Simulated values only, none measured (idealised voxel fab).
Process module, titled voxel local oxidation
For reference, the cross-section in this document is cut, with width 280 nm and square cells of 5 nm.
Format of a cross-section: grid, square cells. Given as bands. Order: top down. Band: one or more rows of cells.
Quick guide to a band line: top height, bottom height (nm) up front; then every material left to right with its width in nm. Only one material and it's marked "edge to edge"? Then it fills the band edge to edge. And "empty" just means empty space.
We count height from 0. Below that, the starting wafer is all one material. The lowest band never ends at the bottom but goes on down; see "0 down" for how that is written.
Think of "30 to 40" as a width that walks from the first number to the second as you go down the band, top row to bottom row, taking equal-sized steps from row to row.
Step note "remained unchanged" = no cross-section cell changed.
Closed-off voids of 8+ cells (no open route to the top) go in "Closed void entries", written width x height at distance from the left edge, in nm.
It should be noted that, on the line of a given step, the content following the step's settings is a remark produced by the simulator itself with respect to that step.
overlay nm: for a step with a mask, the amount by which the mask lay right of where it was planned; a negative amount means left of it.

THE PROCESS STEPS THAT WERE PLANNED ARE LISTED BELOW
| 1 | RECEIVE [material Si] |
| 2 | CONFORMAL_DEP [material SiO2] [thk nm 5] |
| 3 | CONFORMAL_DEP [material SiN] [thk nm 10] |
| 4 | DIRECTIONAL_DEP [material aC] [thk nm 15] |
| 5 | PATTERN [tone cover] [mask id ACTIVE] [material resist] [width nm 90] [thk nm 35] [overlay nm 0] |
| 6 | DIRECTIONAL_ETCH [etch materials aC] [depth nm 15] |
| 7 | STRIP [etch materials resist] |
| 8 | DIRECTIONAL_ETCH [etch materials SiN] [depth nm 10] |
| 9 | STRIP [etch materials aC] |
| 10 | SELECTIVE_ETCH [etch materials SiO2] [depth nm 5] |
| 11 | OXIDIZE [depth nm 15] |
| 12 | STRIP [etch materials SiN] |

FIRST WAFER, AS PLANNED

WAFER CROSS-SECTION ON RECEIPT, I.E. AFTER STEP 1
0 down | Si edge to edge
Closed void entries: none

WAFER SECTION VIEW AFTER PROCESSING STEP 2
5 to 0 | SiO2 edge to edge
Heights below 0 show no change.

WAFER SECTION VIEW AFTER PROCESSING STEP 3
15 to 5 | SiN edge to edge
Heights below 5 show no change.

WAFER SECTION VIEW AFTER PROCESSING STEP 4
30 to 15 | aC edge to edge
Heights below 15 show no change.

WAFER SECTION VIEW AFTER PROCESSING STEP 5
65 to 30 | 95 of empty, then 90 of resist, then 95 of empty
Heights below 30 show no change.

WAFER SECTION VIEW AFTER PROCESSING STEP 6
50 to 30 | 95 of empty, then 90 of resist, then 95 of empty
30 to 15 | 95 of empty, then 90 of aC, then 95 of empty
Heights below 15 show no change.

WAFER SECTION VIEW AFTER PROCESSING STEP 7
30 to 15 | 95 of empty, then 90 of aC, then 95 of empty
Heights below 15 show no change.

WAFER SECTION VIEW AFTER PROCESSING STEP 8
30 to 15 | 95 of empty, then 90 of aC, then 95 of empty
15 to 5 | 95 of empty, then 90 of SiN, then 95 of empty
Heights below 5 show no change.

WAFER SECTION VIEW AFTER PROCESSING STEP 9
15 to 5 | 95 of empty, then 90 of SiN, then 95 of empty
Heights below 5 show no change.

WAFER SECTION VIEW AFTER PROCESSING STEP 10
15 to 5 | 95 of empty, then 90 of SiN, then 95 of empty
5 to 0 | 100 of empty, then 80 of SiO2, then 100 of empty
Heights below 0 show no change.

WAFER SECTION VIEW AFTER PROCESSING STEP 11
15 to 5 | 95 of empty, then 90 of SiN, then 95 of empty
5 to 0 | 100 of empty, then 80 of SiO2, then 100 of empty
0 to -15 | 115 of SiO2, then 50 of Si, then 115 of SiO2
Heights below -15 show no change.

WAFER SECTION VIEW AFTER PROCESSING STEP 12
5 to 0 | 100 of empty, then 80 of SiO2, then 100 of empty
Heights below 0 show no change.

THE SECOND WAFER BEGAN EXACTLY AS THE FIRST DID AND FOLLOWED THE SAME PLAN, BUT ONE MISTAKE WAS MADE WHILE RUNNING IT; THROUGH STEP 11 INCLUSIVE, THE TWO WAFERS ARE IDENTICAL

AT THE PLANNED END OF STEP 12, THE SECOND WAFER IN CROSS-SECTION
0 to -15 | 115 of empty, then 50 of Si, then 115 of empty
Heights below -15 show no change.
Which mistake was made when the wafer was run? for step 12, the planned setting was not used; the step was instead run as STRIP [etch materials SiO2]
Heads up, by the end the second wafer has more or fewer cells of some materials compared to the first: -154 SiO2
